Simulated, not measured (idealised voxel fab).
A process module follows: voxel transistor to metal.
Shown is cross-section cut, with a width of 290 nm and square cells of size 5 nm.
Cross-section = grid of square cells, listed top down in bands; band = one or more rows.
Band: top height; bottom height; in nm. Then, left to right: material with width in nm, for each material. "all across": a single material spanning edge to edge. "blank": empty space.
For the purposes of this specification, 0 denotes the height below which the wafer in its as-received condition is composed wholly of one material, and the lowermost band, lacking a lower limit, extends downward without end, as expressed in "0 down".
Think of "30..40" as a width that walks from the first number to the second as you go down the band, top row to bottom row, taking equal-sized steps from row to row.
The designation "no modifications", where it is given for a processing step, indicates that no cell of the cross-section was altered in the course of that step.
The entry titled "Sealed void listing" provides the empty spaces that have no open way to the top, restricted to those of 8 cells or more. Each is presented as width x height at distance, the distance being measured from the left edge, with all three in nm.
On each step's line, the part that comes after the settings is the simulator's own comment on the step.
On any step carrying a mask, the "overlay nm" setting, if present on the step's line, tells how far right of its planned place the mask lay; negative values point to the left.

This section lists the process steps that were planned:
1,RECEIVE,material Si
2,CONFORMAL_DEP,material SiO2,thk nm 5
3,CONFORMAL_DEP,material SiN,thk nm 10
4,PATTERN,tone cover,mask id ACTIVE,material resist,width nm 105,pitch nm 130,thk nm 15,overlay nm 0
5,DIRECTIONAL_ETCH,etch materials SiN,depth nm 10
6,DIRECTIONAL_ETCH,etch materials SiO2,depth nm 5
7,DIRECTIONAL_ETCH,etch materials Si,depth nm 20
8,STRIP,etch materials resist
9,FILL_DEP,material SiO2,thk nm 10
10,CMP,height nm 15
11,SELECTIVE_ETCH,etch materials SiO2,depth nm 10
12,STRIP,etch materials SiN
13,SELECTIVE_ETCH,etch materials SiO2,depth nm 5
14,OXIDIZE,depth nm 5
15,DIRECTIONAL_DEP,material polySi,thk nm 20
16,DIRECTIONAL_DEP,material SiCN,thk nm 15
17,DIRECTIONAL_DEP,material aC,thk nm 10
18,PATTERN,tone cover,mask id GATE,material resist,width nm 25,pitch nm 130,thk nm 30,overlay nm 0
19,DIRECTIONAL_ETCH,etch materials aC,depth nm 10
20,STRIP,etch materials resist
21,DIRECTIONAL_ETCH,etch materials SiCN,depth nm 25
22,DIRECTIONAL_ETCH,etch materials polySi,depth nm 30
23,STRIP,etch materials aC
24,CONFORMAL_DEP,material SiO2,thk nm 5
25,DIRECTIONAL_ETCH,etch materials SiO2,depth nm 5
26,CONFORMAL_DEP,material SiN,thk nm 5
27,DIRECTIONAL_ETCH,etch materials SiN,depth nm 5
28,DIRECTIONAL_ETCH,etch materials SiO2,depth nm 5
29,EPI,material SiGe,thk nm 5
30,FILL_DEP,material SiO2,thk nm 10
31,CMP,height nm 20
32,STRIP,etch materials polySi
33,SELECTIVE_ETCH,etch materials SiO2,depth nm 5
34,CONFORMAL_DEP,material HfO2,thk nm 5
35,CONFORMAL_DEP,material TiN,thk nm 5
36,FILL_DEP,material W,thk nm 10
37,CMP,height nm 15
38,DIRECTIONAL_DEP,material SiO2,thk nm 10
39,DIRECTIONAL_DEP,material aC,thk nm 15
40,PATTERN,tone open,mask id CONTACT,material resist,width nm 15,thk nm 30,overlay nm 0
41,DIRECTIONAL_ETCH,etch materials aC,depth nm 15
42,STRIP,etch materials resist
43,DIRECTIONAL_ETCH,etch materials SiO2,depth nm 25
44,STRIP,etch materials aC
45,CONFORMAL_DEP,material TiN,thk nm 5
46,FILL_DEP,material Ru,thk nm 10
47,CMP,height nm 25
48,CONFORMAL_DEP,material SiN,thk nm 5
49,DIRECTIONAL_DEP,material SiO2,thk nm 20
50,MASKED_ETCH,tone open,mask id METAL_1,width nm 15,etch materials SiO2,depth nm 20,overlay nm 0
51,MASKED_ETCH,tone open,mask id METAL_1,width nm 15,etch materials SiN,depth nm 5,overlay nm 0
52,CONFORMAL_DEP,material TiN,thk nm 5
53,FILL_DEP,material Cu,thk nm 10
54,CMP,height nm 50
55,CONFORMAL_DEP,material SiCN,thk nm 5
56,DIRECTIONAL_DEP,material lowk,thk nm 25
57,MASKED_ETCH,tone open,mask id METAL_2,width nm 15,pitch nm 130,etch materials lowk,depth nm 15,overlay nm 0
58,MASKED_ETCH,tone open,mask id METAL_2_HOLES,width nm 15,pitch nm 130,etch materials lowk,depth nm 10,overlay nm 0
59,MASKED_ETCH,tone open,mask id METAL_2_HOLES,width nm 15,pitch nm 130,etch materials SiCN,depth nm 5,overlay nm 0
60,CONFORMAL_DEP,material TiN,thk nm 5
61,FILL_DEP,material Cu,thk nm 10
62,CMP,height nm 80
63,CONFORMAL_DEP,material SiCN,thk nm 5

Cross-section of the wafer as it came to us, i.e., already through step 1:
- 0 down  Si all across
- Sealed void listing: none

Below is the wafer in cross-section after the module was completed. It began from the starting point shown above and followed the plan shown above, except that one mistake was made while running it:
- 85 to 80  SiCN all across
- 80 to 60  35 of lowk; 5 of TiN; 5 of Cu; 5 of TiN; 115 of lowk; 5 of TiN; 5 of Cu; 5 of TiN; 110 of lowk
- 60 to 55  35 of lowk; 15 of TiN; 115 of lowk; 15 of TiN; 110 of lowk
- 55 to 50  45 of SiCN; 5 of TiN; 125 of SiCN; 5 of TiN; 110 of SiCN
- 50 to 30  35 of SiO2; 5 of TiN; 5 of Cu; 5 of TiN; 55 of SiO2; 5 of TiN; 5 of Cu; 5 of TiN; 45 of SiO2; 5 of TiN; 5 of Cu; 5 of TiN; 55 of SiO2; 5 of TiN; 5 of Cu; 5 of TiN; 40 of SiO2
- 30 to 25  35 of SiN; 15 of TiN; 55 of SiN; 15 of TiN; 45 of SiN; 15 of TiN; 55 of SiN; 15 of TiN; 40 of SiN
- 25 to 15  35 of SiO2; 5 of TiN; 5 of Ru; 5 of TiN; 55 of SiO2; 5 of TiN; 5 of Ru; 5 of TiN; 45 of SiO2; 5 of TiN; 5 of Ru; 5 of TiN; 55 of SiO2; 5 of TiN; 5 of Ru; 5 of TiN; 40 of SiO2
- 15 to 5  35 of SiO2; 5 of TiN; 5 of Ru; 5 of TiN; 5 of SiO2; 5 of SiN; 5 of HfO2; 5 of TiN; 15 of W; 5 of TiN; 5 of HfO2; 5 of SiN; 5 of SiO2; 5 of TiN; 5 of Ru; 5 of TiN; 45 of SiO2; 5 of TiN; 5 of Ru; 5 of TiN; 5 of SiO2; 5 of SiN; 5 of HfO2; 5 of TiN; 15 of W; 5 of TiN; 5 of HfO2; 5 of SiN; 5 of SiO2; 5 of TiN; 5 of Ru; 5 of TiN; 40 of SiO2
- 5 to 0  35 of SiO2; 15 of TiN; 5 of SiO2; 5 of SiN; 5 of HfO2; 25 of TiN; 5 of HfO2; 5 of SiN; 5 of SiO2; 15 of TiN; 45 of SiO2; 15 of TiN; 5 of SiO2; 5 of SiN; 5 of HfO2; 25 of TiN; 5 of HfO2; 5 of SiN; 5 of SiO2; 15 of TiN; 40 of SiO2
- 0 to -5  20 of SiO2; 35 of SiGe; 5 of SiO2; 35 of HfO2; 5 of SiO2; 35 of SiGe; 15 of SiO2; 35 of SiGe; 5 of SiO2; 35 of HfO2; 5 of SiO2; 35 of SiGe; 25 of SiO2
- -5 to -20  25 of SiO2; 105 of Si; 25 of SiO2; 105 of Si; 30 of SiO2
- -20 down  Si all across
- Sealed void listing: none
What was done differently from what was planned? step 59, actual vs plan mismatch, actual run MASKED_ETCH,tone open,mask id METAL_2_HOLES,width nm 15,pitch nm 130,etch materials SiCN,depth nm 5,overlay nm 10
